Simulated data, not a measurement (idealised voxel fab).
Name of the process module below: voxel transistor to metal
Square cells of 5 nm make up the cross-section cut, whose width is 185 nm.
Cross-section spec: square-cell grid; bands listed top down; each band is one or more rows. Read a band's entry like this: the first values are the height of its top and the height of its bottom in nm, and what follows is the sequence of materials from left to right, each with its width in nm. Note that "air" is empty space, and that a single material marked "all across" reaches across the band from edge to edge. Heights are expressed relative to 0, this being the level below which the as-received wafer comprises one material exclusively. The lowest band is unbounded in the downward direction and is denoted as in "0 down". You'd read "30..40" like this: the band's top row of cells is as wide as the first number, its bottom row is as wide as the second, and going down, every row changes width by the same amount as the row before did. A step reported as "no modifications" is a step in which no cell of the cross-section changed. The label "Enclosed void catalog" introduces a list of the empty spaces, 8 cells or larger, that have no open way up to the top; each entry in it reads width x height at distance, where the distance is taken from the left edge and all three are stated in nm. Formally, on a step line, whatever follows the settings is a remark that the simulator itself makes on the step. Regarding "overlay nm": on a step with a mask, it is the distance the mask lay to the right of its planned place; a negative value places it to the left.
# plan
| 1 | RECEIVE, material Si |
| 2 | CONFORMAL_DEP, material SiO2, thk nm 5 |
| 3 | CONFORMAL_DEP, material SiN, thk nm 10 |
| 4 | PATTERN, tone cover, mask id ACTIVE, material resist, width nm 115, thk nm 15, overlay nm 0 |
| 5 | DIRECTIONAL_ETCH, etch materials SiN, depth nm 10 |
| 6 | DIRECTIONAL_ETCH, etch materials SiO2, depth nm 5 |
| 7 | DIRECTIONAL_ETCH, etch materials Si, depth nm 20 |
| 8 | STRIP, etch materials resist |
| 9 | FILL_DEP, material SiO2, thk nm 15 |
| 10 | CMP, height nm 15 |
| 11 | SELECTIVE_ETCH, etch materials SiO2, depth nm 10 |
| 12 | STRIP, etch materials SiN |
| 13 | SELECTIVE_ETCH, etch materials SiO2, depth nm 5 |
| 14 | OXIDIZE, depth nm 5 |
| 15 | DIRECTIONAL_DEP, material polySi, thk nm 30 |
| 16 | DIRECTIONAL_DEP, material SiCN, thk nm 15 |
| 17 | MASKED_ETCH, tone cover, mask id GATE, width nm 25, etch materials SiCN, depth nm 25, overlay nm 0 |
| 18 | MASKED_ETCH, tone cover, mask id GATE, width nm 25, etch materials polySi, depth nm 40, overlay nm 0 |
| 19 | CONFORMAL_DEP, material SiO2, thk nm 5 |
| 20 | DIRECTIONAL_ETCH, etch materials SiO2, depth nm 5 |
| 21 | CONFORMAL_DEP, material SiN, thk nm 10 |
| 22 | DIRECTIONAL_ETCH, etch materials SiN, depth nm 10 |
| 23 | DIRECTIONAL_ETCH, etch materials SiO2, depth nm 5 |
| 24 | DIRECTIONAL_ETCH, etch materials Si, depth nm 15 |
| 25 | EPI, material pSi, thk nm 15 |
| 26 | FILL_DEP, material SiO2, thk nm 5 |
| 27 | CMP, height nm 30 |
| 28 | STRIP, etch materials polySi |
| 29 | SELECTIVE_ETCH, etch materials SiO2, depth nm 5 |
| 30 | CONFORMAL_DEP, material HfO2, thk nm 5 |
| 31 | CONFORMAL_DEP, material TiN, thk nm 5 |
| 32 | FILL_DEP, material W, thk nm 5 |
| 33 | CMP, height nm 25 |
| 34 | DIRECTIONAL_DEP, material SiO2, thk nm 10 |
| 35 | MASKED_ETCH, tone open, mask id CONTACT, width nm 15, pitch nm 80, etch materials SiO2, depth nm 40, overlay nm 0 |
| 36 | CONFORMAL_DEP, material TiN, thk nm 5 |
| 37 | FILL_DEP, material Ru, thk nm 10 |
| 38 | CMP, height nm 35 |
| 39 | CONFORMAL_DEP, material SiCN, thk nm 5 |
| 40 | DIRECTIONAL_DEP, material SiO2, thk nm 15 |
| 41 | PATTERN, tone open, mask id METAL_1, material resist, width nm 15, pitch nm 80, thk nm 20, overlay nm 0 |
| 42 | DIRECTIONAL_ETCH, etch materials SiO2, depth nm 15 |
| 43 | DIRECTIONAL_ETCH, etch materials SiCN, depth nm 5 |
| 44 | STRIP, etch materials resist |
| 45 | CONFORMAL_DEP, material TiN, thk nm 5 |
| 46 | FILL_DEP, material Cu, thk nm 5 |
| 47 | CMP, height nm 55 |
| 48 | CONFORMAL_DEP, material SiN, thk nm 5 |
# Cross-section of the wafer at receipt, which is the condition after step 1
0 down: Si all across
Enclosed void catalog: none
# Starting structure and process plan are as shown above, but one mistake was made in running the module; the wafer cross-section at the end of the module follows
60 to 55: SiN all across
55 to 40: W all across
40 to 35: SiCN all across
35 to 25: SiO2 45  TiN 5  Ru 5  TiN 5  SiO2 65  TiN 5  Ru 5  TiN 5  SiO2 45
25 to 15: SiO2 45  TiN 5  Ru 5  TiN 5  SiO2 5  SiN 10  HfO2 5  TiN 5  W 15  TiN 5  HfO2 5  SiN 10  SiO2 5  TiN 5  Ru 5  TiN 5  SiO2 45
15 to 10: SiO2 45  TiN 15  SiO2 5  SiN 10  HfO2 5  TiN 5  W 15  TiN 5  HfO2 5  SiN 10  SiO2 5  TiN 15  SiO2 45
10 to 5: SiO2 45  TiN 5  pSi 15  SiN 10  HfO2 5  TiN 5  W 15  TiN 5  HfO2 5  SiN 10  pSi 15  TiN 5  SiO2 45
5 to 0: SiO2 45  TiN 5  pSi 15  SiN 10  HfO2 5  TiN 25  HfO2 5  SiN 10  pSi 15  TiN 5  SiO2 45
0 to -5: SiO2 45  TiN 5  pSi 15  SiO2 10  HfO2 35  SiO2 10  pSi 15  TiN 5  SiO2 45
-5 to -20: SiO2 35  pSi 30  Si 55  pSi 30  SiO2 35
-20 down: Si all across
Enclosed void catalog: none
Diagnosis: for step 40, the planned setting was not used; the step was instead run as DIRECTIONAL_DEP, material W, thk nm 15
